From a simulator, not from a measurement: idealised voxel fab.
The document below concerns the process module designated voxel transistor to metal.
Cross-section cut: width 280 nm, square cells of 5 nm.
This document writes a cross-section as a grid whose cells are square, and gives it as bands, listed from the top down; one or more rows of cells form a band. Basically the band line says how high the top is and how high the bottom is, in nm, and then what's in it from left to right, every material with its width in nm. Empty space shows up as "blank", and if a single material carries "throughout" it runs the full band edge to edge. A quick word on heights: they are counted from 0, and under that level the wafer as it came to us is one material throughout. The lowest band is different from the rest in having no bottom; it simply continues downward, written as in "from 0 down". Width: "30..40" (first number = top row, second number = bottom row, same change from row to row of cells). Take "no alteration" at face value: in the step it is given for, the cross-section changed in none of its cells. In "Fully sealed voids" the enclosed voids are listed, meaning empty spaces of 8 cells or larger without any opening to the top. The form is width x height at distance, distance from the left edge, units nm. Past the settings on a step's line: simulator remark, on that step. Among the settings permitted on a step's line is "overlay nm"; applied to a step with a mask, it specifies the extent to which the mask lay to the right of its planned position, whereas a negative figure signifies a position to the left.
The planned process steps are enumerated hereunder
1) RECEIVE,material Si
2) OXIDIZE,depth nm 5
3) CONFORMAL_DEP,material SiN,thk nm 10
4) PATTERN,tone cover,mask id ACTIVE,material resist,width nm 105,pitch nm 125,thk nm 15,overlay nm 0
5) DIRECTIONAL_ETCH,etch materials SiN,depth nm 10
6) DIRECTIONAL_ETCH,etch materials SiO2,depth nm 5
7) DIRECTIONAL_ETCH,etch materials Si,depth nm 30
8) STRIP,etch materials resist
9) OXIDIZE,depth nm 5
10) FILL_DEP,material SiO2,thk nm 15
11) CMP,height nm 10
12) SELECTIVE_ETCH,etch materials SiO2,depth nm 5
13) STRIP,etch materials SiN
14) SELECTIVE_ETCH,etch materials SiO2,depth nm 5
15) OXIDIZE,depth nm 5
16) DIRECTIONAL_DEP,material polySi,thk nm 20
17) DIRECTIONAL_DEP,material SiCN,thk nm 15
18) DIRECTIONAL_DEP,material aC,thk nm 15
19) PATTERN,tone cover,mask id GATE,material resist,width nm 15,pitch nm 125,thk nm 30,overlay nm 0
20) DIRECTIONAL_ETCH,etch materials aC,depth nm 15
21) STRIP,etch materials resist
22) DIRECTIONAL_ETCH,etch materials SiCN,depth nm 25
23) DIRECTIONAL_ETCH,etch materials polySi,depth nm 30
24) STRIP,etch materials aC
25) CONFORMAL_DEP,material SiO2,thk nm 5
26) DIRECTIONAL_ETCH,etch materials SiO2,depth nm 5
27) CONFORMAL_DEP,material SiN,thk nm 5
28) DIRECTIONAL_ETCH,etch materials SiN,depth nm 5
29) DIRECTIONAL_ETCH,etch materials SiO2,depth nm 5
30) DIRECTIONAL_ETCH,etch materials Si,depth nm 10
31) EPI,material pSi,thk nm 15
32) FILL_DEP,material SiO2,thk nm 5
33) CMP,height nm 30
34) DIRECTIONAL_DEP,material SiO2,thk nm 10
35) MASKED_ETCH,tone open,mask id CONTACT,width nm 35,etch materials SiO2,depth nm 45,overlay nm 0
36) CONFORMAL_DEP,material TiN,thk nm 5
37) FILL_DEP,material Ru,thk nm 10
38) CMP,height nm 40
39) DIRECTIONAL_DEP,material TiN,thk nm 5
40) DIRECTIONAL_DEP,material W,thk nm 20
41) MASKED_ETCH,tone cover,mask id METAL_1,width nm 20,etch materials W,depth nm 20,overlay nm 0
42) MASKED_ETCH,tone cover,mask id METAL_1,width nm 20,etch materials TiN,depth nm 5,overlay nm 0
43) FILL_DEP,material lowk,thk nm 5
44) CMP,height nm 65
45) CONFORMAL_DEP,material SiN,thk nm 5
As received (post step 1): cross-section
* from 0 down | Si throughout
* Fully sealed voids: none
Here's the cross-section of the first of our two wafers at the end of the module - it ran as planned
* from 70 to 65 | SiN throughout
* from 65 to 45 | lowk 30; W 20; lowk 55; W 20; lowk 30; W 20; lowk 55; W 20; lowk 30
* from 45 to 40 | lowk 30; TiN 20; lowk 55; TiN 20; lowk 30; TiN 20; lowk 55; TiN 20; lowk 30
* from 40 to 30 | SiO2 30; TiN 5; Ru 25..20; TiN 5..10; SiO2 25; TiN 5..10; Ru 25..20; TiN 5; SiO2 30; TiN 5; Ru 25..20; TiN 5..10; SiO2 25; TiN 5..10; Ru 25..20; TiN 5; SiO2 30
* from 30 to 15 | SiO2 30; TiN 5; Ru 20; TiN 5; SiN 5; SiO2 5; SiCN 15; SiO2 5; SiN 5; TiN 5; Ru 20; TiN 5; SiO2 30; TiN 5; Ru 20; TiN 5; SiN 5; SiO2 5; SiCN 15; SiO2 5; SiN 5; TiN 5; Ru 20; TiN 5; SiO2 30
* from 15 to 5 | SiO2 30; TiN 5; Ru 20..5; TiN 5..20; SiN 5; SiO2 5; polySi 15; SiO2 5; SiN 5; TiN 5..20; Ru 20..5; TiN 5; SiO2 30; TiN 5; Ru 20..5; TiN 5..20; SiN 5; SiO2 5; polySi 15; SiO2 5; SiN 5; TiN 5..20; Ru 20..5; TiN 5; SiO2 30
* from 5 to 0 | SiO2 30; TiN 5; Ru 5; TiN 5; pSi 15; SiN 5; SiO2 5; polySi 15; SiO2 5; SiN 5; pSi 15; TiN 5; Ru 5; TiN 5; SiO2 30; TiN 5; Ru 5; TiN 5; pSi 15; SiN 5; SiO2 5; polySi 15; SiO2 5; SiN 5; pSi 15; TiN 5; Ru 5; TiN 5; SiO2 30
* from 0 to -5 | SiO2 25; SiN 5; TiN 15; pSi 15; SiN 5; SiO2 5; polySi 15; SiO2 5; SiN 5; pSi 15; TiN 15; SiN 5; SiO2 20; SiN 5; TiN 15; pSi 15; SiN 5; SiO2 5; polySi 15; SiO2 5; SiN 5; pSi 15; TiN 15; SiN 5; SiO2 25
* from -5 to -10 | SiO2 30; pSi 30; SiO2 35; pSi 30; SiO2 30; pSi 30; SiO2 35; pSi 30; SiO2 30
* from -10 to -20 | SiO2 30; pSi 30; Si 35; pSi 30; SiO2 30; pSi 30; Si 35; pSi 30; SiO2 30
* from -20 to -40 | SiO2 30; Si 95; SiO2 30; Si 95; SiO2 30
* from -40 down | Si throughout
* Fully sealed voids: none
Here's the second of our two wafers sectioned at module end. Same start as the first, same plan, but one mistake got made running it
* from 70 to 65 | SiN throughout
* from 65 to 45 | lowk 30; W 20; lowk 55; W 20; lowk 30; W 20; lowk 55; W 20; lowk 30
* from 45 to 40 | lowk 30; TiN 20; lowk 55; TiN 20; lowk 30; TiN 20; lowk 55; TiN 20; lowk 30
* from 40 to 30 | SiO2 30; TiN 5; Ru 25..15; TiN 5..15; SiO2 25; TiN 5..15; Ru 25..15; TiN 5; SiO2 30; TiN 5; Ru 25..15; TiN 5..15; SiO2 25; TiN 5..15; Ru 25..15; TiN 5; SiO2 30
* from 30 to 15 | SiO2 30; TiN 5; Ru 15; TiN 5; SiN 5; TiN 5; SiCN 25; TiN 5; SiN 5; TiN 5; Ru 15; TiN 5; SiO2 30; TiN 5; Ru 15; TiN 5; SiN 5; TiN 5; SiCN 25; TiN 5; SiN 5; TiN 5; Ru 15; TiN 5; SiO2 30
* from 15 to 10 | SiO2 30; TiN 5; Ru 15; TiN 5; SiN 5; TiN 5; polySi 25; TiN 5; SiN 5; TiN 5; Ru 15; TiN 5; SiO2 30; TiN 5; Ru 15; TiN 5; SiN 5; TiN 5; polySi 25; TiN 5; SiN 5; TiN 5; Ru 15; TiN 5; SiO2 30
* from 10 to 5 | SiO2 30; TiN 25; SiN 5; TiN 5; polySi 25; TiN 5; SiN 5; TiN 25; SiO2 30; TiN 25; SiN 5; TiN 5; polySi 25; TiN 5; SiN 5; TiN 25; SiO2 30
* from 5 to 0 | SiO2 30; TiN 10; pSi 15; SiN 5; TiN 5; polySi 25; TiN 5; SiN 5; pSi 15; TiN 10; SiO2 30; TiN 10; pSi 15; SiN 5; TiN 5; polySi 25; TiN 5; SiN 5; pSi 15; TiN 10; SiO2 30
* from 0 to -5 | SiO2 25; SiN 5; TiN 10; pSi 15; SiN 5; TiN 5; polySi 25; TiN 5; SiN 5; pSi 15; TiN 10; SiN 5; SiO2 20; SiN 5; TiN 10; pSi 15; SiN 5; TiN 5; polySi 25; TiN 5; SiN 5; pSi 15; TiN 10; SiN 5; SiO2 25
* from -5 to -10 | SiO2 30; pSi 25; SiO2 45; pSi 25; SiO2 30; pSi 25; SiO2 45; pSi 25; SiO2 30
* from -10 to -20 | SiO2 30; pSi 25; Si 45; pSi 25; SiO2 30; pSi 25; Si 45; pSi 25; SiO2 30
* from -20 to -40 | SiO2 30; Si 95; SiO2 30; Si 95; SiO2 30
* from -40 down | Si throughout
* Fully sealed voids: none
Error vs. plan: for step 19, the planned setting was not used; the step was instead run as PATTERN,tone cover,mask id GATE,material resist,width nm 25,pitch nm 125,thk nm 30,overlay nm 0
at the end the second wafer has, in cells: Ru -28, Si +8, SiCN +12, SiO2 -24, TiN +28, pSi -12, polySi +16
